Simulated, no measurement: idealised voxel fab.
process module | voxel trench capacitor
cross-section cut | 190 nm wide | cells 5 nm
A cross-section is a grid of square cells, given in bands from the top down. A band is one or more rows of cells.
Each band's line starts with the height of the band's top and of its bottom, in nm. Then come its materials from left to right, each with its width in nm. One material with "throughout" fills the band from edge to edge. "air" is empty space.
Height 0 is the level under which the wafer as received is all one material. The lowest band goes on downwards, as in "0 down".
A width such as "30 to 40" changes by the same amount from each row of cells to the next, from the band's top row to its bottom row.
"no change" after a step means that no cell of the cross-section changed.
closed voids: empty space of 8 cells or more with no open way to the top, each as width x height at its distance from the left edge, in nm
after a step's settings: what the simulator itself notes on the step
overlay nm, on a step with a mask: how far to the right of its planned place the mask lay; to the left if negative
plan
1 op RECEIVE | material Si
2 op CONFORMAL_DEP | material SiN | thk nm 5
3 op DIRECTIONAL_DEP | material aC | thk nm 10
4 op PATTERN | tone open | mask id TRENCH | material resist | width nm 20 | pitch nm 55 | thk nm 25 | overlay nm 0
5 op DIRECTIONAL_ETCH | etch materials aC | depth nm 10
6 op STRIP | etch materials resist
7 op DIRECTIONAL_ETCH | etch materials SiN | depth nm 5
8 op DIRECTIONAL_ETCH | etch materials Si | depth nm 30
9 op STRIP | etch materials aC
10 op CONFORMAL_DEP | material HfO2 | thk nm 5
11 op CONFORMAL_DEP | material TiN | thk nm 5
12 op FILL_DEP | material W | thk nm 10
13 op CMP | height nm 5
varied across the wafers: width nm of step 4. The plan shows the first wafer's value. All wafers start alike
first wafer as received, after step 1
  0 down: Si throughout
  closed voids: none
first wafer at the end, after step 13
  5 to 0: SiN 30 | HfO2 5 | TiN 10 | HfO2 5 | SiN 35 | HfO2 5 | TiN 10 | HfO2 5 | SiN 35 | HfO2 5 | TiN 10 | HfO2 5 | SiN 30
  0 to -25: Si 30 | HfO2 5 | TiN 10 | HfO2 5 | Si 35 | HfO2 5 | TiN 10 | HfO2 5 | Si 35 | HfO2 5 | TiN 10 | HfO2 5 | Si 30
  -25 to -30: Si 30 | HfO2 20 | Si 35 | HfO2 20 | Si 35 | HfO2 20 | Si 30
  -30 down: Si throughout
  closed voids: none
last wafer at the end
  5 to 0: SiN 20 | HfO2 5 | TiN 5 | W 20 | TiN 5 | HfO2 5 | SiN 15 | HfO2 5 | TiN 5 | W 20 | TiN 5 | HfO2 5 | SiN 15 | HfO2 5 | TiN 5 | W 20 | TiN 5 | HfO2 5 | SiN 20
  0 to -20: Si 20 | HfO2 5 | TiN 5 | W 20 | TiN 5 | HfO2 5 | Si 15 | HfO2 5 | TiN 5 | W 20 | TiN 5 | HfO2 5 | Si 15 | HfO2 5 | TiN 5 | W 20 | TiN 5 | HfO2 5 | Si 20
  -20 to -25: Si 20 | HfO2 5 | TiN 30 | HfO2 5 | Si 15 | HfO2 5 | TiN 30 | HfO2 5 | Si 15 | HfO2 5 | TiN 30 | HfO2 5 | Si 20
  -25 to -30: Si 20 | HfO2 40 | Si 15 | HfO2 40 | Si 15 | HfO2 40 | Si 20
  -30 down: Si throughout
  closed voids: none
each wafer at the end: cells of each material gained (+) or lost (-) since it was received, then its closed voids
width nm 20 | +48 HfO2 | -72 Si | +26 SiN | +36 TiN | closed voids: none
width nm 25 | +51 HfO2 | -90 Si | +23 SiN | +39 TiN | +15 W | closed voids: none
width nm 30 | +54 HfO2 | -108 Si | +20 SiN | +42 TiN | +30 W | closed voids: none
width nm 35 | +57 HfO2 | -126 Si | +17 SiN | +45 TiN | +45 W | closed voids: none
width nm 40 | +60 HfO2 | -144 Si | +14 SiN | +48 TiN | +60 W | closed voids: none
